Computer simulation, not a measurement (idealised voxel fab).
This section sets out a process module, namely voxel transistor to metal.
For reference, the cross-section in this document is cut, with width 185 nm and square cells of 5 nm.
A cross-section is written here as square cells arranged in a grid, and it is given in bands from the top down, each band taking up one or more rows of cells. Each band's line starts with the height of the band's top and of its bottom, in nm. Then come its materials from left to right, each with its width in nm. One material with "everywhere" fills the band from edge to edge. "air" is empty space. Note: height 0 marks the level under which the wafer is uniformly one material as received. Lowest band unbounded below, written "0..down". You'd read "30 to 40" like this: the band's top row of cells is as wide as the first number, its bottom row is as wide as the second, and going down, every row changes width by the same amount as the row before did. "no modification" after a step means that no cell of the cross-section changed. For the entry "Sealed voids", the listed items are empty spaces with no open way to the top whose size is 8 cells or more; each item follows the pattern width x height at distance, where distance is from the left edge and all three are in nm. That trailing text on a step's line, after the settings, is the simulator's own remark on the step. The line of a step may include "overlay nm". On a step with a mask, this value is how far to the right of its planned place the mask lay. A negative value means the mask lay to the left.

# The planned process steps are enumerated hereunder
step 1: RECEIVE | material Si
step 2: OXIDIZE | depth nm 5
step 3: CONFORMAL_DEP | material SiN | thk nm 15
step 4: PATTERN | tone cover | mask id ACTIVE | material resist | width nm 115 | thk nm 15 | overlay nm 0
step 5: DIRECTIONAL_ETCH | etch materials SiN | depth nm 15
step 6: DIRECTIONAL_ETCH | etch materials SiO2 | depth nm 5
step 7: DIRECTIONAL_ETCH | etch materials Si | depth nm 30
step 8: STRIP | etch materials resist
step 9: OXIDIZE | depth nm 5
step 10: FILL_DEP | material SiO2 | thk nm 10
step 11: CMP | height nm 15
step 12: SELECTIVE_ETCH | etch materials SiO2 | depth nm 10
step 13: STRIP | etch materials SiN
step 14: SELECTIVE_ETCH | etch materials SiO2 | depth nm 5
step 15: OXIDIZE | depth nm 5
step 16: DIRECTIONAL_DEP | material polySi | thk nm 30
step 17: DIRECTIONAL_DEP | material SiCN | thk nm 15
step 18: PATTERN | tone cover | mask id GATE | material resist | width nm 35 | thk nm 20 | overlay nm 0
step 19: DIRECTIONAL_ETCH | etch materials SiCN | depth nm 25
step 20: DIRECTIONAL_ETCH | etch materials polySi | depth nm 40
step 21: STRIP | etch materials resist
step 22: CONFORMAL_DEP | material SiN | thk nm 5
step 23: DIRECTIONAL_ETCH | etch materials SiN | depth nm 5
step 24: DIRECTIONAL_ETCH | etch materials SiO2 | depth nm 5
step 25: DIRECTIONAL_ETCH | etch materials Si | depth nm 10
step 26: EPI | material pSi | thk nm 15
step 27: FILL_DEP | material SiO2 | thk nm 5
step 28: CMP | height nm 25
step 29: STRIP | etch materials polySi
step 30: SELECTIVE_ETCH | etch materials SiO2 | depth nm 5
step 31: CONFORMAL_DEP | material HfO2 | thk nm 5
step 32: CONFORMAL_DEP | material TiN | thk nm 5
step 33: FILL_DEP | material W | thk nm 10
step 34: CMP | height nm 20
step 35: DIRECTIONAL_DEP | material SiO2 | thk nm 10
step 36: PATTERN | tone open | mask id CONTACT | material resist | width nm 15 | pitch nm 90 | thk nm 15 | overlay nm 0
step 37: DIRECTIONAL_ETCH | etch materials SiO2 | depth nm 35
step 38: STRIP | etch materials resist
step 39: CONFORMAL_DEP | material TiN | thk nm 5
step 40: FILL_DEP | material W | thk nm 10
step 41: CMP | height nm 30
step 42: CONFORMAL_DEP | material SiCN | thk nm 5
step 43: DIRECTIONAL_DEP | material lowk | thk nm 25
step 44: PATTERN | tone open | mask id METAL_1 | material resist | width nm 15 | pitch nm 90 | thk nm 15 | overlay nm 0
step 45: DIRECTIONAL_ETCH | etch materials lowk | depth nm 25
step 46: DIRECTIONAL_ETCH | etch materials SiCN | depth nm 5
step 47: STRIP | etch materials resist
step 48: CONFORMAL_DEP | material TiN | thk nm 5
step 49: FILL_DEP | material Cu | thk nm 10
step 50: CMP | height nm 60
step 51: EPI | material Ru | thk nm 5
step 52: FILL_DEP | material SiCN | thk nm 5
step 53: DIRECTIONAL_DEP | material lowk | thk nm 30
step 54: MASKED_ETCH | tone open | mask id METAL_2 | width nm 15 | pitch nm 90 | etch materials lowk | depth nm 20 | overlay nm 0
step 55: PATTERN | tone open | mask id METAL_2_HOLES | material resist | width nm 15 | pitch nm 90 | thk nm 20 | overlay nm 0
step 56: DIRECTIONAL_ETCH | etch materials lowk | depth nm 10
step 57: DIRECTIONAL_ETCH | etch materials SiCN | depth nm 5
step 58: STRIP | etch materials resist
step 59: CONFORMAL_DEP | material TiN | thk nm 5
step 60: FILL_DEP | material Cu | thk nm 5
step 61: CMP | height nm 100
step 62: CONFORMAL_DEP | material SiCN | thk nm 5
Don't read the plan's width nm for step 55 as applying to every wafer: that's the first wafer's value, and the wafers differ in it, though they all start identical.

# As-received cross-section, first of several wafers, post step 1
0..down = Si everywhere
Sealed voids: none

# After the module's final step, step 62: the first of several wafers in cross-section
105..100 = SiCN everywhere
100..70 = lowk 40; TiN 5; Cu 5; TiN 5; lowk 75; TiN 5; Cu 5; TiN 5; lowk 40
70..65 = SiCN 40; TiN 15; SiCN 75; TiN 15; SiCN 40
65..60 = SiCN 35; Ru 25; SiCN 65; Ru 25; SiCN 35
60..35 = lowk 40; TiN 5; Cu 5; TiN 5; lowk 75; TiN 5; Cu 5; TiN 5; lowk 40
35..30 = SiCN 40; TiN 15; SiCN 75; TiN 15; SiCN 40
30..20 = SiO2 40; TiN 5; W 5; TiN 5; SiO2 75; TiN 5; W 5; TiN 5; SiO2 40
20..5 = SiO2 40; TiN 5; W 5; TiN 5; SiO2 15; SiN 5; HfO2 5; TiN 5; W 15; TiN 5; HfO2 5; SiN 5; SiO2 15; TiN 5; W 5; TiN 5; SiO2 40
5..0 = SiO2 40; TiN 5; W 5; TiN 5; pSi 15; SiN 5; HfO2 5; TiN 5; W 15; TiN 5; HfO2 5; SiN 5; pSi 15; TiN 5; W 5; TiN 5; SiO2 40
0..-5 = SiO2 30; SiN 5; SiO2 5; TiN 15; pSi 15; SiN 5; HfO2 5; TiN 25; HfO2 5; SiN 5; pSi 15; TiN 15; SiO2 5; SiN 5; SiO2 30
-5..-10 = SiO2 35; pSi 35; HfO2 45; pSi 35; SiO2 35
-10..-20 = SiO2 40; pSi 30; Si 45; pSi 30; SiO2 40
-20..-40 = SiO2 40; Si 105; SiO2 40
-40..down = Si everywhere
Sealed voids: none

# last wafer at the end
105..100 = SiCN everywhere
100..90 = lowk 35; TiN 5 to 10; Cu 20 to 5; TiN 5 to 15; lowk 60; TiN 5 to 10; Cu 20 to 5; TiN 5 to 15; lowk 30
90..70 = lowk 40; TiN 5; Cu 5; TiN 5; lowk 75; TiN 5; Cu 5; TiN 5; lowk 40
70..65 = SiCN 40; TiN 15; SiCN 75; TiN 15; SiCN 40
65..60 = SiCN 35; Ru 25; SiCN 65; Ru 25; SiCN 35
60..35 = lowk 40; TiN 5; Cu 5; TiN 5; lowk 75; TiN 5; Cu 5; TiN 5; lowk 40
35..30 = SiCN 40; TiN 15; SiCN 75; TiN 15; SiCN 40
30..20 = SiO2 40; TiN 5; W 5; TiN 5; SiO2 75; TiN 5; W 5; TiN 5; SiO2 40
20..5 = SiO2 40; TiN 5; W 5; TiN 5; SiO2 15; SiN 5; HfO2 5; TiN 5; W 15; TiN 5; HfO2 5; SiN 5; SiO2 15; TiN 5; W 5; TiN 5; SiO2 40
5..0 = SiO2 40; TiN 5; W 5; TiN 5; pSi 15; SiN 5; HfO2 5; TiN 5; W 15; TiN 5; HfO2 5; SiN 5; pSi 15; TiN 5; W 5; TiN 5; SiO2 40
0..-5 = SiO2 30; SiN 5; SiO2 5; TiN 15; pSi 15; SiN 5; HfO2 5; TiN 25; HfO2 5; SiN 5; pSi 15; TiN 15; SiO2 5; SiN 5; SiO2 30
-5..-10 = SiO2 35; pSi 35; HfO2 45; pSi 35; SiO2 35
-10..-20 = SiO2 40; pSi 30; Si 45; pSi 30; SiO2 40
-20..-40 = SiO2 40; Si 105; SiO2 40
-40..down = Si everywhere
Sealed voids: none

# Here is how to read the rows: every wafer has a row, and it shows the wafer at the end of the module, giving for each material how many cells were gained (+) or lost (-) since the wafer was received, then listing its closed voids
width nm 15 | +22 Cu | +19 HfO2 | +10 Ru | -194 Si | +126 SiCN | +12 SiN | +268 SiO2 | +99 TiN | +24 W | +341 lowk | +50 pSi | Sealed voids: none
width nm 20 | +24 Cu | +19 HfO2 | +10 Ru | -194 Si | +126 SiCN | +12 SiN | +268 SiO2 | +101 TiN | +24 W | +337 lowk | +50 pSi | Sealed voids: none
width nm 25 | +26 Cu | +19 HfO2 | +10 Ru | -194 Si | +126 SiCN | +12 SiN | +268 SiO2 | +103 TiN | +24 W | +333 lowk | +50 pSi | Sealed voids: none
width nm 30 | +28 Cu | +19 HfO2 | +10 Ru | -194 Si | +126 SiCN | +12 SiN | +268 SiO2 | +105 TiN | +24 W | +329 lowk | +50 pSi | Sealed voids: none
